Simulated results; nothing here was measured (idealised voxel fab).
Herein follows the process module entitled voxel wiring stack.
The width of the displayed cross-section, cut, is 235 nm; its cells are square, with a size of 5 nm.
A cross-section is written here as square cells arranged in a grid, and it is given in bands from the top down, each band taking up one or more rows of cells.
Top height, bottom height, nm. Materials left to right, width each, nm. Single material + "throughout" = fills band edge to edge. "air" = empty.
Measure heights from 0. That's the level where, below it, the as-received wafer is all one material. The lowest band is bottomless and extends downward; write it as in "z 0 and below".
Width spec "30..40" -> top row of cells at first value, bottom row at second value, equal per-row change in between.
For the purposes of this document, the phrase "no modifications" attached to a step denotes that no cell within the cross-section was modified by that step.
This entry, "Sealed void list", enumerates those empty regions of no fewer than 8 cells that possess no open connection to the top. Each region is reported in the form width x height at distance, the distance being taken from the left edge, with all three quantities expressed in nm.
Text after the settings on a step's line: the simulator's own remark on that step.
You can add "overlay nm" to a step's line. For a step with a mask, it describes how far the mask lay to the right of its planned position, and a negative number describes a lay to the left.
The steps planned for the process are as follows
1) RECEIVE with material Si
2) CONFORMAL_DEP with material SiO2, thk nm 10
3) CONFORMAL_DEP with material SiCN, thk nm 5
4) DIRECTIONAL_DEP with material SiO2, thk nm 25
5) MASKED_ETCH with tone open, mask id METAL_1, width nm 25, pitch nm 45, etch materials SiO2, depth nm 25, overlay nm 0
6) MASKED_ETCH with tone open, mask id METAL_1, width nm 25, pitch nm 45, etch materials SiCN, depth nm 5, overlay nm 0
7) CONFORMAL_DEP with material TiN, thk nm 5
8) FILL_DEP with material Cu, thk nm 10
9) CMP with height nm 40
10) CONFORMAL_DEP with material SiCN, thk nm 5
11) DIRECTIONAL_DEP with material lowk, thk nm 30
12) DIRECTIONAL_DEP with material aC, thk nm 10
13) PATTERN with tone open, mask id METAL_2_HOLES, material resist, width nm 15, pitch nm 90, thk nm 30, overlay nm 0
14) DIRECTIONAL_ETCH with etch materials aC, depth nm 10
15) STRIP with etch materials resist
16) DIRECTIONAL_ETCH with etch materials lowk, depth nm 30
17) STRIP with etch materials aC
18) MASKED_ETCH with tone open, mask id METAL_2, width nm 25, pitch nm 45, etch materials lowk, depth nm 20, overlay nm 0
19) MASKED_ETCH with tone open, mask id METAL_2, width nm 25, pitch nm 45, etch materials SiCN, depth nm 5, overlay nm 0
20) CONFORMAL_DEP with material TiN, thk nm 5
21) FILL_DEP with material Cu, thk nm 5
22) CMP with height nm 75
23) CONFORMAL_DEP with material SiCN, thk nm 5
24) DIRECTIONAL_DEP with material lowk, thk nm 20
25) MASKED_ETCH with tone open, mask id PLUG_2, width nm 15, pitch nm 90, etch materials lowk, depth nm 20, overlay nm 0
26) MASKED_ETCH with tone open, mask id PLUG_2, width nm 15, pitch nm 90, etch materials SiCN, depth nm 5, overlay nm 0
27) EPI with material Ru, thk nm 10
28) EPI with material Ru, thk nm 10
29) EPI with material Ru, thk nm 5
30) CONFORMAL_DEP with material SiN, thk nm 5
31) DIRECTIONAL_DEP with material lowk, thk nm 15
32) PATTERN with tone open, mask id METAL_3, material resist, width nm 25, pitch nm 45, thk nm 20, overlay nm 0
33) DIRECTIONAL_ETCH with etch materials lowk, depth nm 15
34) DIRECTIONAL_ETCH with etch materials SiN, depth nm 5
35) STRIP with etch materials resist
36) CONFORMAL_DEP with material TiN, thk nm 5
37) FILL_DEP with material Cu, thk nm 10
38) CMP with height nm 120
39) EPI with material Ru, thk nm 5
40) FILL_DEP with material SiCN, thk nm 5
41) DIRECTIONAL_DEP with material SiO2, thk nm 10
42) PATTERN with tone open, mask id PLUG_3, material resist, width nm 15, pitch nm 45, thk nm 15, overlay nm 0
43) DIRECTIONAL_ETCH with etch materials SiO2, depth nm 10
44) DIRECTIONAL_ETCH with etch materials SiCN, depth nm 5
45) STRIP with etch materials resist
46) EPI with material Ru, thk nm 10
47) EPI with material Ru, thk nm 5
48) CONFORMAL_DEP with material SiCN, thk nm 5
49) DIRECTIONAL_DEP with material SiO2, thk nm 20
50) PATTERN with tone open, mask id METAL_4, material resist, width nm 25, pitch nm 45, thk nm 15, overlay nm 0
51) DIRECTIONAL_ETCH with etch materials SiO2, depth nm 20
52) DIRECTIONAL_ETCH with etch materials SiCN, depth nm 5
53) STRIP with etch materials resist
54) CONFORMAL_DEP with material TiN, thk nm 5
55) FILL_DEP with material W, thk nm 10
56) CMP with height nm 165
57) CONFORMAL_DEP with material SiCN, thk nm 5
Wafer cross-section on receipt, i.e. after step 1
> z 0 and below | Si throughout
> Sealed void list: none
Post-module cross-section: identical start and plan to those above, one misstep in execution
> z 170 to 165 | SiCN throughout
> z 165 to 145 | SiO2=60, then TiN=5, then W=15, then TiN=5, then SiO2=20, then TiN=5, then W=15, then TiN=5, then SiO2=20, then TiN=5, then W=15, then TiN=5, then SiO2=60
> z 145 to 140 | SiCN=60, then TiN=25, then SiCN=20, then TiN=25, then SiCN=20, then TiN=25, then SiCN=60
> z 140 to 130 | SiO2=60, then Ru=15, then SiO2=30, then Ru=15, then SiO2=30, then Ru=15, then SiO2=70
> z 130 to 120 | SiCN=60..55, then Ru=15..35, then SiCN=30..10, then Ru=15..35, then SiCN=30..10, then Ru=15..35, then SiCN=70..55
> z 120 to 105 | lowk=60, then TiN=5, then Cu=15, then TiN=5, then lowk=20, then TiN=5, then Cu=15, then TiN=5, then lowk=20, then TiN=5, then Cu=15, then TiN=5, then lowk=60
> z 105 to 100 | SiN=60, then TiN=25, then SiN=20, then TiN=25, then SiN=20, then TiN=25, then SiN=60
> z 100 to 80 | lowk=60, then Ru=15, then lowk=75, then Ru=15, then lowk=70
> z 80 to 75 | SiCN=60, then Ru=15, then SiCN=75, then Ru=15, then SiCN=70
> z 75 to 60 | lowk=60, then SiN=5, then Cu=15, then SiN=5, then lowk=20, then SiN=5, then Cu=15, then SiN=5, then lowk=20, then SiN=5, then Cu=15, then SiN=5, then lowk=60
> z 60 to 55 | lowk=60, then SiN=5, then Cu=5, then SiN=15, then lowk=20, then SiN=25, then lowk=20, then SiN=5, then Cu=5, then SiN=15, then lowk=60
> z 55 to 45 | lowk=60, then SiN=5, then Cu=5, then SiN=5, then lowk=75, then SiN=5, then Cu=5, then SiN=5, then lowk=70
> z 45 to 40 | SiCN=60, then SiN=15, then SiCN=75, then SiN=15, then SiCN=70
> z 40 to 15 | SiO2=60, then TiN=5, then Cu=15, then TiN=5, then SiO2=20, then TiN=5, then Cu=15, then TiN=5, then SiO2=20, then TiN=5, then Cu=15, then TiN=5, then SiO2=60
> z 15 to 10 | SiCN=60, then TiN=25, then SiCN=20, then TiN=25, then SiCN=20, then TiN=25, then SiCN=60
> z 10 to 0 | SiO2 throughout
> z 0 and below | Si throughout
> Sealed void list: none
Error vs. plan: step 20 was processed under conditions differing from the plan, specifically as CONFORMAL_DEP with material SiN, thk nm 5
